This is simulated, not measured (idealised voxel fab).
Process module name: voxel wiring stack
Pictured: cross-section cut, 295 nm wide, on a grid of 5 nm square cells.
Format of a cross-section: grid, square cells. Given as bands. Order: top down. Band: one or more rows of cells.
Band: top height; bottom height; in nm. Then, left to right: material with width in nm, for each material. "throughout": a single material spanning edge to edge. "air": empty space.
Zero point of the height axis is 0; under it, received wafer = one material. Lowest band: continues down indefinitely, "top 0, no bottom".
With a width like "30 to 40", each row of cells in the band differs from the next by the same amount, the top row carrying the first number and the bottom row the second.
"no change occurred" means the step left every cell of the cross-section as it was.
"Encapsulated voids": empty spaces of 8 cells or more with no open way to the top, each given as width x height at distance, distance from the left edge, all in nm.
Text after the settings on a step's line: the simulator's own remark on that step.
The line of a step may include "overlay nm". On a step with a mask, this value is how far to the right of its planned place the mask lay. A negative value means the mask lay to the left.
# Below is the list of planned process steps
- 1: RECEIVE | material Si
- 2: CONFORMAL_DEP | material SiO2 | thk nm 10
- 3: CONFORMAL_DEP | material SiCN | thk nm 5
- 4: DIRECTIONAL_DEP | material lowk | thk nm 25
- 5: PATTERN | tone open | mask id METAL_1 | material resist | width nm 25 | pitch nm 45 | thk nm 15 | overlay nm 0
- 6: DIRECTIONAL_ETCH | etch materials lowk | depth nm 25
- 7: DIRECTIONAL_ETCH | etch materials SiCN | depth nm 5
- 8: STRIP | etch materials resist
- 9: CONFORMAL_DEP | material TiN | thk nm 5
- 10: FILL_DEP | material Cu | thk nm 5
- 11: CMP | height nm 40
- 12: CONFORMAL_DEP | material SiCN | thk nm 5
- 13: DIRECTIONAL_DEP | material lowk | thk nm 15
- 14: DIRECTIONAL_DEP | material aC | thk nm 15
- 15: PATTERN | tone open | mask id PLUG_1 | material resist | width nm 15 | thk nm 35 | overlay nm 0
- 16: DIRECTIONAL_ETCH | etch materials aC | depth nm 15
- 17: STRIP | etch materials resist
- 18: DIRECTIONAL_ETCH | etch materials lowk | depth nm 15
- 19: DIRECTIONAL_ETCH | etch materials SiCN | depth nm 5
- 20: STRIP | etch materials aC
- 21: EPI | material Ru | thk nm 10
- 22: EPI | material Ru | thk nm 10
- 23: CONFORMAL_DEP | material SiCN | thk nm 5
- 24: DIRECTIONAL_DEP | material lowk | thk nm 15
- 25: PATTERN | tone open | mask id METAL_2 | material resist | width nm 25 | pitch nm 45 | thk nm 20 | overlay nm 0
- 26: DIRECTIONAL_ETCH | etch materials lowk | depth nm 15
- 27: DIRECTIONAL_ETCH | etch materials SiCN | depth nm 5
- 28: STRIP | etch materials resist
- 29: CONFORMAL_DEP | material TiN | thk nm 5
- 30: FILL_DEP | material Ru | thk nm 5
- 31: CMP | height nm 80
- 32: CONFORMAL_DEP | material SiCN | thk nm 5
- 33: DIRECTIONAL_DEP | material SiO2 | thk nm 20
- 34: PATTERN | tone open | mask id PLUG_2 | material resist | width nm 15 | thk nm 20 | overlay nm 0
- 35: DIRECTIONAL_ETCH | etch materials SiO2 | depth nm 20
- 36: DIRECTIONAL_ETCH | etch materials SiCN | depth nm 5
- 37: STRIP | etch materials resist
- 38: CONFORMAL_DEP | material TiN | thk nm 5
- 39: FILL_DEP | material Cu | thk nm 5
- 40: CMP | height nm 105
- 41: DIRECTIONAL_DEP | material TiN | thk nm 5
- 42: DIRECTIONAL_DEP | material Ru | thk nm 25
- 43: DIRECTIONAL_DEP | material aC | thk nm 10
- 44: PATTERN | tone cover | mask id METAL_3 | material resist | width nm 25 | pitch nm 45 | thk nm 25 | overlay nm 0
- 45: DIRECTIONAL_ETCH | etch materials aC | depth nm 10
- 46: STRIP | etch materials resist
- 47: DIRECTIONAL_ETCH | etch materials Ru | depth nm 25
- 48: DIRECTIONAL_ETCH | etch materials TiN | depth nm 5
- 49: STRIP | etch materials aC
- 50: CONFORMAL_DEP | material SiN | thk nm 5
- 51: FILL_DEP | material SiO2 | thk nm 5
- 52: CMP | height nm 135
- 53: CONFORMAL_DEP | material SiN | thk nm 5
# The cross-section here shows the wafer as received, i.e. in its state after step 1
top 0, no bottom = Si throughout
Encapsulated voids: none
# Looking at the first of two wafers in cross-section at end of module - ran to plan
top 140, bottom 135 = SiN throughout
top 135, bottom 110 = 105 SiO2; 5 SiN; 25 Ru; 5 SiN; 10 SiO2; 5 SiN; 25 Ru; 5 SiN; 110 SiO2
top 110, bottom 105 = 110 SiN; 25 TiN; 20 SiN; 25 TiN; 115 SiN
top 105, bottom 85 = 110 SiO2; 5 TiN; 5 Cu; 5 TiN; 170 SiO2
top 85, bottom 80 = 110 SiCN; 15 TiN; 170 SiCN
top 80, bottom 65 = 110 lowk; 5 TiN; 15 Ru; 5 TiN; 20 lowk; 5 TiN; 15 Ru; 5 TiN; 115 lowk
top 65, bottom 60 = 110 SiCN; 25 TiN; 20 SiCN; 25 TiN; 115 SiCN
top 60, bottom 45 = 110 lowk; 15 Ru; 170 lowk
top 45, bottom 40 = 110 SiCN; 15 Ru; 170 SiCN
top 40, bottom 15 = 110 lowk; 5 TiN; 15 Cu; 5 TiN; 20 lowk; 5 TiN; 15 Cu; 5 TiN; 115 lowk
top 15, bottom 10 = 110 SiCN; 25 TiN; 20 SiCN; 25 TiN; 115 SiCN
top 10, bottom 0 = SiO2 throughout
top 0, no bottom = Si throughout
Encapsulated voids: none
# Second wafer through the module, sectioned at the end: same beginning and same plan as the first wafer, with one mistake in carrying it out
top 140, bottom 135 = SiN throughout
top 135, bottom 110 = 105 SiO2; 5 SiN; 25 Ru; 5 SiN; 10 SiO2; 5 SiN; 25 Ru; 5 SiN; 110 SiO2
top 110, bottom 105 = 110 SiN; 25 TiN; 20 SiN; 25 TiN; 115 SiN
top 105, bottom 85 = 110 SiO2; 5 TiN; 5 Cu; 5 TiN; 170 SiO2
top 85, bottom 80 = 110 SiCN; 15 TiN; 170 SiCN
top 80, bottom 65 = 110 lowk; 5 TiN; 15 Ru; 5 TiN; 20 lowk; 5 TiN; 15 Ru; 5 TiN; 115 lowk
top 65, bottom 60 = 110 SiCN; 25 TiN; 20 SiCN; 25 TiN; 115 SiCN
top 60, bottom 55 = 115 SiCN; 5 TiN; 175 SiCN
top 55, bottom 40 = lowk throughout
top 40, bottom 15 = 110 lowk; 5 TiN; 15 Cu; 5 TiN; 20 lowk; 5 TiN; 15 Cu; 5 TiN; 115 lowk
top 15, bottom 10 = 110 SiCN; 25 TiN; 20 SiCN; 25 TiN; 115 SiCN
top 10, bottom 0 = SiO2 throughout
top 0, no bottom = Si throughout
Encapsulated voids: none
The plan and the run diverged here: steps 12 and 13 were swapped
End of process, cell counts, second wafer against first, materials with more or fewer: Ru: 12 fewer | SiCN: 2 more | TiN: 1 more | lowk: 9 more
